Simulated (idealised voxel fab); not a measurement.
Process module under the name voxel self aligned contacts
We display cut, a cross-section 245 nm in width whose square cells are each 5 nm.
Bands, listed from the top down, are how a cross-section gets written in this document; the cross-section itself is a grid of square cells, and a band is one or more rows of them.
Read a band's entry like this: the first values are the height of its top and the height of its bottom in nm, and what follows is the sequence of materials from left to right, each with its width in nm. Note that "air" is empty space, and that a single material marked "full width" reaches across the band from edge to edge.
Height datum 0, below which the as-received substrate wafer is one material. Lowest band open at the bottom, running downward: "0 and below".
With a width like "30..40", each row of cells in the band differs from the next by the same amount, the top row carrying the first number and the bottom row the second.
"nothing different" after a step means that no cell of the cross-section changed.
Basically, "Sealed cavities" tells you about the enclosed voids: empty spaces with no open way to the top, 8 cells or bigger, each written width x height at distance, where distance is from the left edge, all in nm.
Text after the settings on a step's line: the simulator's own remark on that step.
The line of a step may include "overlay nm". On a step with a mask, this value is how far to the right of its planned place the mask lay. A negative value means the mask lay to the left.

-- Process steps - plan
step 1: RECEIVE with material Si
step 2: CONFORMAL_DEP with material SiO2, thk nm 5
step 3: DIRECTIONAL_DEP with material polySi, thk nm 20
step 4: DIRECTIONAL_DEP with material SiN, thk nm 20
step 5: DIRECTIONAL_DEP with material aC, thk nm 10
step 6: PATTERN with tone cover, mask id GATE, material resist, width nm 25, pitch nm 55, thk nm 25, overlay nm 0
step 7: DIRECTIONAL_ETCH with etch materials aC, depth nm 10
step 8: STRIP with etch materials resist
step 9: DIRECTIONAL_ETCH with etch materials SiN, depth nm 20
step 10: DIRECTIONAL_ETCH with etch materials polySi, depth nm 20
step 11: STRIP with etch materials aC
step 12: CONFORMAL_DEP with material SiN, thk nm 5
step 13: DIRECTIONAL_ETCH with etch materials SiN, depth nm 5
step 14: FILL_DEP with material SiO2, thk nm 15
step 15: CMP with height nm 55
step 16: MASKED_ETCH with tone open, mask id CONTACT, width nm 40, pitch nm 55, etch materials SiO2, depth nm 55, overlay nm 0
step 17: CONFORMAL_DEP with material TiN, thk nm 5
step 18: FILL_DEP with material Ru, thk nm 5
step 19: CMP with height nm 55
step 20: CONFORMAL_DEP with material SiCN, thk nm 5

-- First of two wafers: run as planned

-- Wafer cross-section on receipt, i.e. after step 1
> 0 and below = Si full width
> Sealed cavities: none

-- Wafer section view after processing step 2
> 5 down to 0 = SiO2 full width
> For the remainder of the cross-section, below 0, there is no change.

-- Wafer section view after processing step 3
> 25 down to 5 = polySi full width
> For the remainder of the cross-section, below 5, there is no change.

-- Wafer section view after processing step 4
> 45 down to 25 = SiN full width
> For the remainder of the cross-section, below 25, there is no change.

-- Wafer section view after processing step 5
> 55 down to 45 = aC full width
> For the remainder of the cross-section, below 45, there is no change.

-- Wafer section view after processing step 6
> 80 down to 55 = air: 55, resist: 25, air: 30, resist: 25, air: 30, resist: 25, air: 55
> For the remainder of the cross-section, below 55, there is no change.

-- Wafer section view after processing step 7
> 70 down to 55 = air: 55, resist: 25, air: 30, resist: 25, air: 30, resist: 25, air: 55
> 55 down to 45 = air: 55, aC: 25, air: 30, aC: 25, air: 30, aC: 25, air: 55
> For the remainder of the cross-section, below 45, there is no change.

-- Wafer section view after processing step 8
> 55 down to 45 = air: 55, aC: 25, air: 30, aC: 25, air: 30, aC: 25, air: 55
> For the remainder of the cross-section, below 45, there is no change.

-- Wafer section view after processing step 9
> 55 down to 45 = air: 55, aC: 25, air: 30, aC: 25, air: 30, aC: 25, air: 55
> 45 down to 25 = air: 55, SiN: 25, air: 30, SiN: 25, air: 30, SiN: 25, air: 55
> For the remainder of the cross-section, below 25, there is no change.

-- Wafer section view after processing step 10
> 55 down to 45 = air: 55, aC: 25, air: 30, aC: 25, air: 30, aC: 25, air: 55
> 45 down to 25 = air: 55, SiN: 25, air: 30, SiN: 25, air: 30, SiN: 25, air: 55
> 25 down to 5 = air: 55, polySi: 25, air: 30, polySi: 25, air: 30, polySi: 25, air: 55
> For the remainder of the cross-section, below 5, there is no change.

-- Wafer section view after processing step 11
> 45 down to 25 = air: 55, SiN: 25, air: 30, SiN: 25, air: 30, SiN: 25, air: 55
> For the remainder of the cross-section, below 25, there is no change.

-- Wafer section view after processing step 12
> 50 down to 25 = air: 50, SiN: 35, air: 20, SiN: 35, air: 20, SiN: 35, air: 50
> 25 down to 10 = air: 50, SiN: 5, polySi: 25, SiN: 5, air: 20, SiN: 5, polySi: 25, SiN: 5, air: 20, SiN: 5, polySi: 25, SiN: 5, air: 50
> 10 down to 5 = SiN: 55, polySi: 25, SiN: 30, polySi: 25, SiN: 30, polySi: 25, SiN: 55
> For the remainder of the cross-section, below 5, there is no change.

-- Wafer section view after processing step 13
> 45 down to 25 = air: 50, SiN: 35, air: 20, SiN: 35, air: 20, SiN: 35, air: 50
> 25 down to 5 = air: 50, SiN: 5, polySi: 25, SiN: 5, air: 20, SiN: 5, polySi: 25, SiN: 5, air: 20, SiN: 5, polySi: 25, SiN: 5, air: 50
> For the remainder of the cross-section, below 5, there is no change.

-- Wafer section view after processing step 14
> 60 down to 45 = SiO2 full width
> 45 down to 25 = SiO2: 50, SiN: 35, SiO2: 20, SiN: 35, SiO2: 20, SiN: 35, SiO2: 50
> 25 down to 5 = SiO2: 50, SiN: 5, polySi: 25, SiN: 5, SiO2: 20, SiN: 5, polySi: 25, SiN: 5, SiO2: 20, SiN: 5, polySi: 25, SiN: 5, SiO2: 50
> For the remainder of the cross-section, below 5, there is no change.

-- Wafer section view after processing step 15
> 55 down to 45 = SiO2 full width
> For the remainder of the cross-section, below 45, there is no change.

-- Wafer section view after processing step 16
> 55 down to 45 = SiO2: 75, air: 40, SiO2: 15, air: 40, SiO2: 75
> 45 down to 25 = SiO2: 50, SiN: 35, air: 20, SiN: 35, air: 20, SiN: 35, SiO2: 50
> 25 down to 5 = SiO2: 50, SiN: 5, polySi: 25, SiN: 5, air: 20, SiN: 5, polySi: 25, SiN: 5, air: 20, SiN: 5, polySi: 25, SiN: 5, SiO2: 50
> 5 down to 0 = SiO2: 85, air: 20, SiO2: 35, air: 20, SiO2: 85
> For the remainder of the cross-section, below 0, there is no change.

-- Wafer section view after processing step 17
> 60 down to 55 = TiN: 80, air: 30, TiN: 25, air: 30, TiN: 80
> 55 down to 45 = SiO2: 75, TiN: 5..15, air: 30..10, TiN: 5..15, SiO2: 15, TiN: 5..15, air: 30..10, TiN: 5..15, SiO2: 75
> 45 down to 25 = SiO2: 50, SiN: 35, TiN: 5, air: 10, TiN: 5, SiN: 35, TiN: 5, air: 10, TiN: 5, SiN: 35, SiO2: 50
> 25 down to 5 = SiO2: 50, SiN: 5, polySi: 25, SiN: 5, TiN: 5, air: 10, TiN: 5, SiN: 5, polySi: 25, SiN: 5, TiN: 5, air: 10, TiN: 5, SiN: 5, polySi: 25, SiN: 5, SiO2: 50
> 5 down to 0 = SiO2: 85, TiN: 20, SiO2: 35, TiN: 20, SiO2: 85
> For the remainder of the cross-section, below 0, there is no change.

-- Wafer section view after processing step 18
> 65 down to 60 = Ru full width
> 60 down to 55 = TiN: 80, Ru: 30, TiN: 25, Ru: 30, TiN: 80
> 55 down to 45 = SiO2: 75, TiN: 5..15, Ru: 30..10, TiN: 5..15, SiO2: 15, TiN: 5..15, Ru: 30..10, TiN: 5..15, SiO2: 75
> 45 down to 25 = SiO2: 50, SiN: 35, TiN: 5, Ru: 10, TiN: 5, SiN: 35, TiN: 5, Ru: 10, TiN: 5, SiN: 35, SiO2: 50
> 25 down to 5 = SiO2: 50, SiN: 5, polySi: 25, SiN: 5, TiN: 5, Ru: 10, TiN: 5, SiN: 5, polySi: 25, SiN: 5, TiN: 5, Ru: 10, TiN: 5, SiN: 5, polySi: 25, SiN: 5, SiO2: 50
> For the remainder of the cross-section, below 5, there is no change.

-- Wafer section view after processing step 19
> 55 down to 45 = SiO2: 75, TiN: 5..15, Ru: 30..10, TiN: 5..15, SiO2: 15, TiN: 5..15, Ru: 30..10, TiN: 5..15, SiO2: 75
> For the remainder of the cross-section, below 45, there is no change.

-- Wafer section view after processing step 20
> 60 down to 55 = SiCN full width
> For the remainder of the cross-section, below 55, there is no change.

-- Second wafer. Start and plan as for the first. One mistake made in running. Agrees with the first up to and including step 5

-- Cross-section of the second wafer when, according to plan, step 6 should have finished
> 80 down to 55 = air: 55, resist: 30, air: 25, resist: 30, air: 25, resist: 30, air: 50
> For the remainder of the cross-section, below 55, there is no change.

-- Cross-section of the second wafer when, according to plan, step 7 should have finished
> 70 down to 55 = air: 55, resist: 30, air: 25, resist: 30, air: 25, resist: 30, air: 50
> 55 down to 45 = air: 55, aC: 30, air: 25, aC: 30, air: 25, aC: 30, air: 50
> For the remainder of the cross-section, below 45, there is no change.

-- Cross-section of the second wafer when, according to plan, step 8 should have finished
> 55 down to 45 = air: 55, aC: 30, air: 25, aC: 30, air: 25, aC: 30, air: 50
> For the remainder of the cross-section, below 45, there is no change.

-- Cross-section of the second wafer when, according to plan, step 9 should have finished
> 55 down to 45 = air: 55, aC: 30, air: 25, aC: 30, air: 25, aC: 30, air: 50
> 45 down to 25 = air: 55, SiN: 30, air: 25, SiN: 30, air: 25, SiN: 30, air: 50
> For the remainder of the cross-section, below 25, there is no change.

-- Cross-section of the second wafer when, according to plan, step 10 should have finished
> 55 down to 45 = air: 55, aC: 30, air: 25, aC: 30, air: 25, aC: 30, air: 50
> 45 down to 25 = air: 55, SiN: 30, air: 25, SiN: 30, air: 25, SiN: 30, air: 50
> 25 down to 5 = air: 55, polySi: 30, air: 25, polySi: 30, air: 25, polySi: 30, air: 50
> For the remainder of the cross-section, below 5, there is no change.

-- Cross-section of the second wafer when, according to plan, step 11 should have finished
> 45 down to 25 = air: 55, SiN: 30, air: 25, SiN: 30, air: 25, SiN: 30, air: 50
> For the remainder of the cross-section, below 25, there is no change.

-- Cross-section of the second wafer when, according to plan, step 12 should have finished
> 50 down to 25 = air: 50, SiN: 40, air: 15, SiN: 40, air: 15, SiN: 40, air: 45
> 25 down to 10 = air: 50, SiN: 5, polySi: 30, SiN: 5, air: 15, SiN: 5, polySi: 30, SiN: 5, air: 15, SiN: 5, polySi: 30, SiN: 5, air: 45
> 10 down to 5 = SiN: 55, polySi: 30, SiN: 25, polySi: 30, SiN: 25, polySi: 30, SiN: 50
> For the remainder of the cross-section, below 5, there is no change.

-- Cross-section of the second wafer when, according to plan, step 13 should have finished
> 45 down to 25 = air: 50, SiN: 40, air: 15, SiN: 40, air: 15, SiN: 40, air: 45
> 25 down to 5 = air: 50, SiN: 5, polySi: 30, SiN: 5, air: 15, SiN: 5, polySi: 30, SiN: 5, air: 15, SiN: 5, polySi: 30, SiN: 5, air: 45
> For the remainder of the cross-section, below 5, there is no change.

-- Cross-section of the second wafer when, according to plan, step 14 should have finished
> 60 down to 45 = SiO2 full width
> 45 down to 25 = SiO2: 50, SiN: 40, SiO2: 15, SiN: 40, SiO2: 15, SiN: 40, SiO2: 45
> 25 down to 5 = SiO2: 50, SiN: 5, polySi: 30, SiN: 5, SiO2: 15, SiN: 5, polySi: 30, SiN: 5, SiO2: 15, SiN: 5, polySi: 30, SiN: 5, SiO2: 45
> For the remainder of the cross-section, below 5, there is no change.

-- Cross-section of the second wafer when, according to plan, step 15 should have finished
> 55 down to 45 = SiO2 full width
> For the remainder of the cross-section, below 45, there is no change.

-- Cross-section of the second wafer when, according to plan, step 16 should have finished
> 55 down to 45 = SiO2: 75, air: 40, SiO2: 15, air: 40, SiO2: 75
> 45 down to 25 = SiO2: 50, SiN: 40, air: 15, SiN: 40, air: 15, SiN: 40, SiO2: 45
> 25 down to 5 = SiO2: 50, SiN: 5, polySi: 30, SiN: 5, air: 15, SiN: 5, polySi: 30, SiN: 5, air: 15, SiN: 5, polySi: 30, SiN: 5, SiO2: 45
> 5 down to 0 = SiO2: 90, air: 15, SiO2: 40, air: 15, SiO2: 85
> For the remainder of the cross-section, below 0, there is no change.

-- Cross-section of the second wafer when, according to plan, step 17 should have finished
> 60 down to 55 = TiN: 80, air: 30, TiN: 25, air: 30, TiN: 80
> 55 down to 45 = SiO2: 75, TiN: 5..20, air: 30..5, TiN: 5..15, SiO2: 15, TiN: 5..20, air: 30..5, TiN: 5..15, SiO2: 75
> 45 down to 25 = SiO2: 50, SiN: 40, TiN: 5, air: 5, TiN: 5, SiN: 40, TiN: 5, air: 5, TiN: 5, SiN: 40, SiO2: 45
> 25 down to 5 = SiO2: 50, SiN: 5, polySi: 30, SiN: 5, TiN: 5, air: 5, TiN: 5, SiN: 5, polySi: 30, SiN: 5, TiN: 5, air: 5, TiN: 5, SiN: 5, polySi: 30, SiN: 5, SiO2: 45
> 5 down to 0 = SiO2: 90, TiN: 15, SiO2: 40, TiN: 15, SiO2: 85
> For the remainder of the cross-section, below 0, there is no change.

-- Cross-section of the second wafer when, according to plan, step 18 should have finished
> 65 down to 60 = Ru full width
> 60 down to 55 = TiN: 80, Ru: 30, TiN: 25, Ru: 30, TiN: 80
> 55 down to 45 = SiO2: 75, TiN: 5..20, Ru: 30..5, TiN: 5..15, SiO2: 15, TiN: 5..20, Ru: 30..5, TiN: 5..15, SiO2: 75
> 45 down to 25 = SiO2: 50, SiN: 40, TiN: 5, Ru: 5, TiN: 5, SiN: 40, TiN: 5, Ru: 5, TiN: 5, SiN: 40, SiO2: 45
> 25 down to 5 = SiO2: 50, SiN: 5, polySi: 30, SiN: 5, TiN: 5, Ru: 5, TiN: 5, SiN: 5, polySi: 30, SiN: 5, TiN: 5, Ru: 5, TiN: 5, SiN: 5, polySi: 30, SiN: 5, SiO2: 45
> For the remainder of the cross-section, below 5, there is no change.

-- Cross-section of the second wafer when, according to plan, step 19 should have finished
> 55 down to 45 = SiO2: 75, TiN: 5..20, Ru: 30..5, TiN: 5..15, SiO2: 15, TiN: 5..20, Ru: 30..5, TiN: 5..15, SiO2: 75
> For the remainder of the cross-section, below 45, there is no change.

-- Cross-section of the second wafer when, according to plan, step 20 should have finished
> 60 down to 55 = SiCN full width
> For the remainder of the cross-section, below 55, there is no change.
Plan not followed: step 6 was run on a setting that differed from the plan, and what really ran there is PATTERN with tone cover, mask id GATE, material resist, width nm 30, pitch nm 55, thk nm 25, overlay nm 0
It is noted that, at the conclusion of processing, the second wafer exhibits a higher or lower cell count for certain materials relative to the first: Ru -18; SiN +12; SiO2 -6; polySi +12
